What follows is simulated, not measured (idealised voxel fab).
Proc. module: voxel self aligned vias
It is cross-section cut that appears here, measuring 280 nm in width, its square cells being 5 nm in size.
Throughout this document, each cross-section is represented as a grid of square cells and is presented as a sequence of bands enumerated from the top downward, where a band comprises one or more rows of cells.
A band entry consists of two parts. The first gives the height of the band's top and the height of its bottom, in nm. The rest lists the band's materials from left to right, each with its width in nm. A single material labelled with the word "throughout" fills the band from edge to edge, and the word "air" marks empty space.
We count height from 0. Below that, the starting wafer is all one material. The lowest band never ends at the bottom but goes on down; see "0 and below" for how that is written.
Quick explanation for "30 to 40": the width changes in equal steps down the rows of cells, from the first number in the band's top row to the second number in its bottom row.
No cell of the cross-section changed in a step that is given as "no modification".
"Sealed voids": sealed empty spaces, 8 cells or more, no open way to top, listed width x height at distance, with distance from the left edge and width, height and distance in nm.
On a step's line, text after the settings is the simulator commenting on that step.
A step line may carry the setting "overlay nm", which, for steps involving a mask, states the distance by which the mask lay to the right of its intended position; negative values denote displacement to the left.
List of planned process steps:
| 1 | RECEIVE [material Si] |
| 2 | CONFORMAL_DEP [material SiO2] [thk nm 10] |
| 3 | CONFORMAL_DEP [material SiCN] [thk nm 5] |
| 4 | DIRECTIONAL_DEP [material SiO2] [thk nm 25] |
| 5 | PATTERN [tone open] [mask id LINES] [material resist] [width nm 20] [pitch nm 50] [thk nm 15] [overlay nm 0] |
| 6 | DIRECTIONAL_ETCH [etch materials SiO2] [depth nm 25] |
| 7 | STRIP [etch materials resist] |
| 8 | CONFORMAL_DEP [material TiN] [thk nm 5] |
| 9 | FILL_DEP [material Ru] [thk nm 10] |
| 10 | CMP [height nm 40] |
| 11 | SELECTIVE_ETCH [etch materials W Ru TiN] [depth nm 5] |
| 12 | FILL_DEP [material SiN] [thk nm 10] |
| 13 | CMP [height nm 40] |
| 14 | DIRECTIONAL_DEP [material SiO2] [thk nm 20] |
| 15 | MASKED_ETCH [tone open] [mask id VIAS] [width nm 30] [pitch nm 50] [etch materials SiO2] [depth nm 20] [overlay nm 0] |
| 16 | MASKED_ETCH [tone open] [mask id VIAS] [width nm 30] [pitch nm 50] [etch materials SiN] [depth nm 5] [overlay nm 0] |
| 17 | CONFORMAL_DEP [material TiN] [thk nm 5] |
| 18 | FILL_DEP [material W] [thk nm 10] |
| 19 | CMP [height nm 60] |
| 20 | CONFORMAL_DEP [material SiCN] [thk nm 5] |
As-received wafer cross-section (after step 1):
0 and below: Si throughout
Sealed voids: none
first wafer at the end, as planned:
65 down to 60: SiCN throughout
60 down to 45: 75 SiO2 | 5 TiN | 20 W | 5 TiN | 20 SiO2 | 5 TiN | 20 W | 5 TiN | 20 SiO2 | 5 TiN | 20 W | 5 TiN | 75 SiO2
45 down to 40: 75 SiO2 | 10 TiN | 10 W | 10 TiN | 20 SiO2 | 10 TiN | 10 W | 10 TiN | 20 SiO2 | 10 TiN | 10 W | 10 TiN | 75 SiO2
40 down to 35: 80 SiO2 | 20 TiN | 30 SiO2 | 20 TiN | 30 SiO2 | 20 TiN | 80 SiO2
35 down to 20: 80 SiO2 | 5 TiN | 10 Ru | 5 TiN | 30 SiO2 | 5 TiN | 10 Ru | 5 TiN | 30 SiO2 | 5 TiN | 10 Ru | 5 TiN | 80 SiO2
20 down to 15: 80 SiO2 | 20 TiN | 30 SiO2 | 20 TiN | 30 SiO2 | 20 TiN | 80 SiO2
15 down to 10: SiCN throughout
10 down to 0: SiO2 throughout
0 and below: Si throughout
Sealed voids: none
Same start, same plan as the first wafer - but one mistake in the run. Cross-section of the second of the two at the end of the module:
65 down to 60: SiCN throughout
60 down to 40: 75 SiO2 | 5 TiN | 20 W | 5 TiN | 20 SiO2 | 5 TiN | 20 W | 5 TiN | 20 SiO2 | 5 TiN | 20 W | 5 TiN | 75 SiO2
40 down to 35: 75 SiN | 30 TiN | 20 SiN | 30 TiN | 20 SiN | 30 TiN | 75 SiN
35 down to 30: 85 TiN | 10 Ru | 40 TiN | 10 Ru | 40 TiN | 10 Ru | 85 TiN
30 down to 10: 80 SiO2 | 5 TiN | 10 Ru | 5 TiN | 30 SiO2 | 5 TiN | 10 Ru | 5 TiN | 30 SiO2 | 5 TiN | 10 Ru | 5 TiN | 80 SiO2
10 down to 5: 80 SiO2 | 20 TiN | 30 SiO2 | 20 TiN | 30 SiO2 | 20 TiN | 80 SiO2
5 down to 0: SiCN throughout
0 and below: Si throughout
Sealed voids: none
Against the plan, the run slipped here: step 2 of the plan was bypassed and not carried out
End check, counted in cells, second wafer has more or fewer of these materials than the first: +12 Ru; +38 SiN; -112 SiO2; +56 TiN; +6 W
